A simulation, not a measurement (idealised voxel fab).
The name of this process module is voxel transistor to metal.
The cross-section shown here is cut; it is 190 nm wide and divided into square cells measuring 5 nm on a side.
If you're reading a cross-section in this doc, picture square cells in a grid; it comes to you as bands, top ones listed first down to the bottom, and a band can be one or more rows of cells. This entry defines a band. It first specifies the height of the band's top and the height of its bottom in nm, and then specifies the band's materials from left to right, stating each material with its width in nm. The word "throughout" identifies a single material that fills the band from edge to edge, while the word "air" identifies empty space. For the purposes of this specification, 0 denotes the height below which the wafer in its as-received condition is composed wholly of one material, and the lowermost band, lacking a lower limit, extends downward without end, as expressed in "z 0 and below". The notation "30 to 40" denotes a width that varies across the rows of cells in the band, beginning at the first number in the top row, finishing at the second number in the bottom row, and changing by an identical amount from each row to the next. Take "left unchanged" at face value: in the step it is given for, the cross-section changed in none of its cells. Listed in "Entrapped voids": every empty space of 8 or more cells without an open way to the top. Form: width x height at distance, the distance being from the left edge, all in nm. Anything after a step's settings on that line? It's the simulator's own note about the step. What "overlay nm" on a step's line means: if the step has a mask, that mask lay this far to the right of its planned place, or, when the value is negative, to the left.
THESE ARE THE STEPS WE PLANNED FOR THE PROCESS
1,RECEIVE: material Si
2,CONFORMAL_DEP: material SiO2, thk nm 5
3,CONFORMAL_DEP: material SiN, thk nm 15
4,MASKED_ETCH: tone cover, mask id ACTIVE, width nm 115, etch materials SiN, depth nm 15, overlay nm 0
5,MASKED_ETCH: tone cover, mask id ACTIVE, width nm 115, etch materials SiO2, depth nm 5, overlay nm 0
6,MASKED_ETCH: tone cover, mask id ACTIVE, width nm 115, etch materials Si, depth nm 30, overlay nm 0
7,OXIDIZE: depth nm 5
8,FILL_DEP: material SiO2, thk nm 10
9,CMP: height nm 20
10,SELECTIVE_ETCH: etch materials SiO2, depth nm 15
11,STRIP: etch materials SiN
12,SELECTIVE_ETCH: etch materials SiO2, depth nm 5
13,OXIDIZE: depth nm 5
14,DIRECTIONAL_DEP: material polySi, thk nm 25
15,DIRECTIONAL_DEP: material SiCN, thk nm 10
16,PATTERN: tone cover, mask id GATE, material resist, width nm 25, thk nm 20, overlay nm 0
17,DIRECTIONAL_ETCH: etch materials SiCN, depth nm 20
18,DIRECTIONAL_ETCH: etch materials polySi, depth nm 35
19,STRIP: etch materials resist
20,CONFORMAL_DEP: material SiO2, thk nm 5
21,DIRECTIONAL_ETCH: etch materials SiO2, depth nm 5
22,CONFORMAL_DEP: material SiN, thk nm 5
23,DIRECTIONAL_ETCH: etch materials SiN, depth nm 5
24,DIRECTIONAL_ETCH: etch materials SiO2, depth nm 5
25,EPI: material pSi, thk nm 5
26,FILL_DEP: material SiO2, thk nm 10
27,CMP: height nm 35
28,DIRECTIONAL_DEP: material SiO2, thk nm 10
29,MASKED_ETCH: tone open, mask id CONTACT, width nm 15, pitch nm 80, etch materials SiO2, depth nm 45, overlay nm 0
30,CONFORMAL_DEP: material TiN, thk nm 5
31,FILL_DEP: material Ru, thk nm 5
32,CMP: height nm 45
33,DIRECTIONAL_DEP: material TiN, thk nm 5
34,DIRECTIONAL_DEP: material W, thk nm 25
35,MASKED_ETCH: tone cover, mask id METAL_1, width nm 15, pitch nm 80, etch materials W, depth nm 25, overlay nm 0
36,MASKED_ETCH: tone cover, mask id METAL_1, width nm 15, pitch nm 80, etch materials TiN, depth nm 5, overlay nm 0
37,CONFORMAL_DEP: material SiCN, thk nm 5
38,FILL_DEP: material SiO2, thk nm 5
39,CMP: height nm 75
40,CONFORMAL_DEP: material SiN, thk nm 5
FIRST OF TWO WAFERS, WITH THE RUN CARRIED OUT AS PLANNED
THIS IS THE CROSS-SECTION OF THE WAFER AS WE RECEIVED IT, I.E. AFTER STEP 1
* z 0 and below = Si throughout
* Entrapped voids: none
STATE OF THE WAFER AFTER STEP 2, SHOWN IN CROSS-SECTION
* z 5 to 0 = SiO2 throughout
* For the remainder of the cross-section, below 0, there is no change.
STATE OF THE WAFER AFTER STEP 3, SHOWN IN CROSS-SECTION
* z 20 to 5 = SiN throughout
* For the remainder of the cross-section, below 5, there is no change.
STATE OF THE WAFER AFTER STEP 4, SHOWN IN CROSS-SECTION
* z 20 to 5 = air=35 | SiN=115 | air=40
* For the remainder of the cross-section, below 5, there is no change.
STATE OF THE WAFER AFTER STEP 5, SHOWN IN CROSS-SECTION
* z 20 to 5 = air=35 | SiN=115 | air=40
* z 5 to 0 = air=35 | SiO2=115 | air=40
* For the remainder of the cross-section, below 0, there is no change.
STATE OF THE WAFER AFTER STEP 6, SHOWN IN CROSS-SECTION
* z 20 to 5 = air=35 | SiN=115 | air=40
* z 5 to 0 = air=35 | SiO2=115 | air=40
* z 0 to -30 = air=35 | Si=115 | air=40
* For the remainder of the cross-section, below -30, there is no change.
STATE OF THE WAFER AFTER STEP 7, SHOWN IN CROSS-SECTION
* z 20 to 5 = air=35 | SiN=115 | air=40
* z 5 to 0 = air=35 | SiO2=115 | air=40
* z 0 to -30 = air=35 | SiO2=5 | Si=105 | SiO2=5 | air=40
* z -30 to -35 = SiO2=40 | Si=105 | SiO2=45
* For the remainder of the cross-section, below -35, there is no change.
STATE OF THE WAFER AFTER STEP 8, SHOWN IN CROSS-SECTION
* z 30 to 20 = SiO2 throughout
* z 20 to 5 = SiO2=35 | SiN=115 | SiO2=40
* z 5 to 0 = SiO2 throughout
* z 0 to -35 = SiO2=40 | Si=105 | SiO2=45
* For the remainder of the cross-section, below -35, there is no change.
STATE OF THE WAFER AFTER STEP 9, SHOWN IN CROSS-SECTION
* z 20 to 5 = SiO2=35 | SiN=115 | SiO2=40
* For the remainder of the cross-section, below 5, there is no change.
STATE OF THE WAFER AFTER STEP 10, SHOWN IN CROSS-SECTION
* z 20 to 5 = air=35 | SiN=115 | air=40
* For the remainder of the cross-section, below 5, there is no change.
STATE OF THE WAFER AFTER STEP 11, SHOWN IN CROSS-SECTION
* z 5 to 0 = SiO2 throughout
* For the remainder of the cross-section, below 0, there is no change.
STATE OF THE WAFER AFTER STEP 12, SHOWN IN CROSS-SECTION
* z 0 to -35 = SiO2=40 | Si=105 | SiO2=45
* For the remainder of the cross-section, below -35, there is no change.
STATE OF THE WAFER AFTER STEP 13, SHOWN IN CROSS-SECTION
* z 0 to -5 = SiO2 throughout
* For the remainder of the cross-section, below -5, there is no change.
STATE OF THE WAFER AFTER STEP 14, SHOWN IN CROSS-SECTION
* z 25 to 0 = polySi throughout
* For the remainder of the cross-section, below 0, there is no change.
STATE OF THE WAFER AFTER STEP 15, SHOWN IN CROSS-SECTION
* z 35 to 25 = SiCN throughout
* For the remainder of the cross-section, below 25, there is no change.
STATE OF THE WAFER AFTER STEP 16, SHOWN IN CROSS-SECTION
* z 55 to 35 = air=80 | resist=25 | air=85
* For the remainder of the cross-section, below 35, there is no change.
STATE OF THE WAFER AFTER STEP 17, SHOWN IN CROSS-SECTION
* z 55 to 35 = air=80 | resist=25 | air=85
* z 35 to 25 = air=80 | SiCN=25 | air=85
* For the remainder of the cross-section, below 25, there is no change.
STATE OF THE WAFER AFTER STEP 18, SHOWN IN CROSS-SECTION
* z 55 to 35 = air=80 | resist=25 | air=85
* z 35 to 25 = air=80 | SiCN=25 | air=85
* z 25 to 0 = air=80 | polySi=25 | air=85
* For the remainder of the cross-section, below 0, there is no change.
STATE OF THE WAFER AFTER STEP 19, SHOWN IN CROSS-SECTION
* z 35 to 25 = air=80 | SiCN=25 | air=85
* For the remainder of the cross-section, below 25, there is no change.
STATE OF THE WAFER AFTER STEP 20, SHOWN IN CROSS-SECTION
* z 40 to 35 = air=75 | SiO2=35 | air=80
* z 35 to 25 = air=75 | SiO2=5 | SiCN=25 | SiO2=5 | air=80
* z 25 to 5 = air=75 | SiO2=5 | polySi=25 | SiO2=5 | air=80
* z 5 to 0 = SiO2=80 | polySi=25 | SiO2=85
* For the remainder of the cross-section, below 0, there is no change.
STATE OF THE WAFER AFTER STEP 21, SHOWN IN CROSS-SECTION
* z 35 to 25 = air=75 | SiO2=5 | SiCN=25 | SiO2=5 | air=80
* z 25 to 0 = air=75 | SiO2=5 | polySi=25 | SiO2=5 | air=80
* For the remainder of the cross-section, below 0, there is no change.
STATE OF THE WAFER AFTER STEP 22, SHOWN IN CROSS-SECTION
* z 40 to 35 = air=70 | SiN=45 | air=75
* z 35 to 25 = air=70 | SiN=5 | SiO2=5 | SiCN=25 | SiO2=5 | SiN=5 | air=75
* z 25 to 5 = air=70 | SiN=5 | SiO2=5 | polySi=25 | SiO2=5 | SiN=5 | air=75
* z 5 to 0 = SiN=75 | SiO2=5 | polySi=25 | SiO2=5 | SiN=80
* For the remainder of the cross-section, below 0, there is no change.
STATE OF THE WAFER AFTER STEP 23, SHOWN IN CROSS-SECTION
* z 35 to 25 = air=70 | SiN=5 | SiO2=5 | SiCN=25 | SiO2=5 | SiN=5 | air=75
* z 25 to 0 = air=70 | SiN=5 | SiO2=5 | polySi=25 | SiO2=5 | SiN=5 | air=75
* For the remainder of the cross-section, below 0, there is no change.
STATE OF THE WAFER AFTER STEP 24, SHOWN IN CROSS-SECTION
* z 35 to 30 = air=70 | SiN=5 | air=5 | SiCN=25 | air=5 | SiN=5 | air=75
* z 30 to 25 = air=70 | SiN=5 | SiO2=5 | SiCN=25 | SiO2=5 | SiN=5 | air=75
* z 25 to 0 = air=70 | SiN=5 | SiO2=5 | polySi=25 | SiO2=5 | SiN=5 | air=75
* z 0 to -5 = air=70 | SiO2=45 | air=75
* For the remainder of the cross-section, below -5, there is no change.
STATE OF THE WAFER AFTER STEP 25, SHOWN IN CROSS-SECTION
* z 35 to 30 = air=70 | SiN=5 | air=5 | SiCN=25 | air=5 | SiN=5 | air=75
* z 30 to 25 = air=70 | SiN=5 | SiO2=5 | SiCN=25 | SiO2=5 | SiN=5 | air=75
* z 25 to 0 = air=70 | SiN=5 | SiO2=5 | polySi=25 | SiO2=5 | SiN=5 | air=75
* z 0 to -5 = air=35 | pSi=35 | SiO2=45 | pSi=35 | air=40
* For the remainder of the cross-section, below -5, there is no change.
STATE OF THE WAFER AFTER STEP 26, SHOWN IN CROSS-SECTION
* z 45 to 35 = SiO2 throughout
* z 35 to 25 = SiO2=70 | SiN=5 | SiO2=5 | SiCN=25 | SiO2=5 | SiN=5 | SiO2=75
* z 25 to 0 = SiO2=70 | SiN=5 | SiO2=5 | polySi=25 | SiO2=5 | SiN=5 | SiO2=75
* z 0 to -5 = SiO2=35 | pSi=35 | SiO2=45 | pSi=35 | SiO2=40
* For the remainder of the cross-section, below -5, there is no change.
STATE OF THE WAFER AFTER STEP 27, SHOWN IN CROSS-SECTION
* z 35 to 25 = SiO2=70 | SiN=5 | SiO2=5 | SiCN=25 | SiO2=5 | SiN=5 | SiO2=75
* For the remainder of the cross-section, below 25, there is no change.
STATE OF THE WAFER AFTER STEP 28, SHOWN IN CROSS-SECTION
* z 45 to 35 = SiO2 throughout
* For the remainder of the cross-section, below 35, there is no change.
STATE OF THE WAFER AFTER STEP 29, SHOWN IN CROSS-SECTION
* z 45 to 35 = SiO2=45 | air=15 | SiO2=65 | air=15 | SiO2=50
* z 35 to 25 = SiO2=45 | air=15 | SiO2=10 | SiN=5 | SiO2=5 | SiCN=25 | SiO2=5 | SiN=5 | SiO2=10 | air=15 | SiO2=50
* z 25 to 0 = SiO2=45 | air=15 | SiO2=10 | SiN=5 | SiO2=5 | polySi=25 | SiO2=5 | SiN=5 | SiO2=10 | air=15 | SiO2=50
* For the remainder of the cross-section, below 0, there is no change.
STATE OF THE WAFER AFTER STEP 30, SHOWN IN CROSS-SECTION
* z 50 to 45 = TiN=50 | air=5 | TiN=75 | air=5 | TiN=55
* z 45 to 35 = SiO2=45 | TiN=5 | air=5 | TiN=5 | SiO2=65 | TiN=5 | air=5 | TiN=5 | SiO2=50
* z 35 to 25 = SiO2=45 | TiN=5 | air=5 | TiN=5 | SiO2=10 | SiN=5 | SiO2=5 | SiCN=25 | SiO2=5 | SiN=5 | SiO2=10 | TiN=5 | air=5 | TiN=5 | SiO2=50
* z 25 to 5 = SiO2=45 | TiN=5 | air=5 | TiN=5 | SiO2=10 | SiN=5 | SiO2=5 | polySi=25 | SiO2=5 | SiN=5 | SiO2=10 | TiN=5 | air=5 | TiN=5 | SiO2=50
* z 5 to 0 = SiO2=45 | TiN=15 | SiO2=10 | SiN=5 | SiO2=5 | polySi=25 | SiO2=5 | SiN=5 | SiO2=10 | TiN=15 | SiO2=50
* For the remainder of the cross-section, below 0, there is no change.
STATE OF THE WAFER AFTER STEP 31, SHOWN IN CROSS-SECTION
* z 55 to 50 = Ru throughout
* z 50 to 45 = TiN=50 | Ru=5 | TiN=75 | Ru=5 | TiN=55
* z 45 to 35 = SiO2=45 | TiN=5 | Ru=5 | TiN=5 | SiO2=65 | TiN=5 | Ru=5 | TiN=5 | SiO2=50
* z 35 to 25 = SiO2=45 | TiN=5 | Ru=5 | TiN=5 | SiO2=10 | SiN=5 | SiO2=5 | SiCN=25 | SiO2=5 | SiN=5 | SiO2=10 | TiN=5 | Ru=5 | TiN=5 | SiO2=50
* z 25 to 5 = SiO2=45 | TiN=5 | Ru=5 | TiN=5 | SiO2=10 | SiN=5 | SiO2=5 | polySi=25 | SiO2=5 | SiN=5 | SiO2=10 | TiN=5 | Ru=5 | TiN=5 | SiO2=50
* For the remainder of the cross-section, below 5, there is no change.
STATE OF THE WAFER AFTER STEP 32, SHOWN IN CROSS-SECTION
* z 45 to 35 = SiO2=45 | TiN=5 | Ru=5 | TiN=5 | SiO2=65 | TiN=5 | Ru=5 | TiN=5 | SiO2=50
* For the remainder of the cross-section, below 35, there is no change.
STATE OF THE WAFER AFTER STEP 33, SHOWN IN CROSS-SECTION
* z 50 to 45 = TiN throughout
* For the remainder of the cross-section, below 45, there is no change.
STATE OF THE WAFER AFTER STEP 34, SHOWN IN CROSS-SECTION
* z 75 to 50 = W throughout
* For the remainder of the cross-section, below 50, there is no change.
STATE OF THE WAFER AFTER STEP 35, SHOWN IN CROSS-SECTION
* z 75 to 50 = air=45 | W=15 | air=65 | W=15 | air=50
* For the remainder of the cross-section, below 50, there is no change.
STATE OF THE WAFER AFTER STEP 36, SHOWN IN CROSS-SECTION
* z 75 to 50 = air=45 | W=15 | air=65 | W=15 | air=50
* z 50 to 45 = air=45 | TiN=15 | air=65 | TiN=15 | air=50
* For the remainder of the cross-section, below 45, there is no change.
STATE OF THE WAFER AFTER STEP 37, SHOWN IN CROSS-SECTION
* z 80 to 75 = air=40 | SiCN=25 | air=55 | SiCN=25 | air=45
* z 75 to 50 = air=40 | SiCN=5 | W=15 | SiCN=5 | air=55 | SiCN=5 | W=15 | SiCN=5 | air=45
* z 50 to 45 = SiCN=45 | TiN=15 | SiCN=65 | TiN=15 | SiCN=50
* For the remainder of the cross-section, below 45, there is no change.
STATE OF THE WAFER AFTER STEP 38, SHOWN IN CROSS-SECTION
* z 85 to 80 = SiO2 throughout
* z 80 to 75 = SiO2=40 | SiCN=25 | SiO2=55 | SiCN=25 | SiO2=45
* z 75 to 50 = SiO2=40 | SiCN=5 | W=15 | SiCN=5 | SiO2=55 | SiCN=5 | W=15 | SiCN=5 | SiO2=45
* For the remainder of the cross-section, below 50, there is no change.
STATE OF THE WAFER AFTER STEP 39, SHOWN IN CROSS-SECTION
* z 75 to 50 = SiO2=40 | SiCN=5 | W=15 | SiCN=5 | SiO2=55 | SiCN=5 | W=15 | SiCN=5 | SiO2=45
* For the remainder of the cross-section, below 50, there is no change.
STATE OF THE WAFER AFTER STEP 40, SHOWN IN CROSS-SECTION
* z 80 to 75 = SiN throughout
* For the remainder of the cross-section, below 75, there is no change.
HERE THE SECOND WAFER IS DESCRIBED. ITS START AND ITS PLAN WERE THOSE OF THE FIRST WAFER. ITS RUN CONTAINED ONE MISTAKE. UP TO AND INCLUDING STEP 34, IT DID EXACTLY WHAT THE FIRST WAFER DID
SECOND WAFER CROSS-SECTION, TAKEN AS OF THE TIME THE PLAN SETS FOR STEP 35 TO BE DONE
* z 75 to 50 = W=45 | air=15 | W=65 | air=15 | W=50
* For the remainder of the cross-section, below 50, there is no change.
Second wafer cross-section, taken as of the time the plan sets for step 36 to be done: left unchanged
SECOND WAFER CROSS-SECTION, TAKEN AS OF THE TIME THE PLAN SETS FOR STEP 37 TO BE DONE
* z 80 to 75 = SiCN=50 | air=5 | SiCN=75 | air=5 | SiCN=55
* z 75 to 55 = W=45 | SiCN=5 | air=5 | SiCN=5 | W=65 | SiCN=5 | air=5 | SiCN=5 | W=50
* z 55 to 50 = W=45 | SiCN=15 | W=65 | SiCN=15 | W=50
* For the remainder of the cross-section, below 50, there is no change.
SECOND WAFER CROSS-SECTION, TAKEN AS OF THE TIME THE PLAN SETS FOR STEP 38 TO BE DONE
* z 85 to 80 = SiO2 throughout
* z 80 to 75 = SiCN=50 | SiO2=5 | SiCN=75 | SiO2=5 | SiCN=55
* z 75 to 55 = W=45 | SiCN=5 | SiO2=5 | SiCN=5 | W=65 | SiCN=5 | SiO2=5 | SiCN=5 | W=50
* For the remainder of the cross-section, below 55, there is no change.
SECOND WAFER CROSS-SECTION, TAKEN AS OF THE TIME THE PLAN SETS FOR STEP 39 TO BE DONE
* z 75 to 55 = W=45 | SiCN=5 | SiO2=5 | SiCN=5 | W=65 | SiCN=5 | SiO2=5 | SiCN=5 | W=50
* For the remainder of the cross-section, below 55, there is no change.
SECOND WAFER CROSS-SECTION, TAKEN AS OF THE TIME THE PLAN SETS FOR STEP 40 TO BE DONE
* z 80 to 75 = SiN throughout
* For the remainder of the cross-section, below 75, there is no change.
what went wrong: step 35 ran as: MASKED_ETCH: tone open, mask id METAL_1, width nm 15, pitch nm 80, etch materials W, depth nm 25, overlay nm 0
Looking at both finished wafers in cells, the second ends up ahead of or behind the first on some materials: SiCN: 30 fewer; SiO2: 132 fewer; TiN: 32 more; W: 130 more
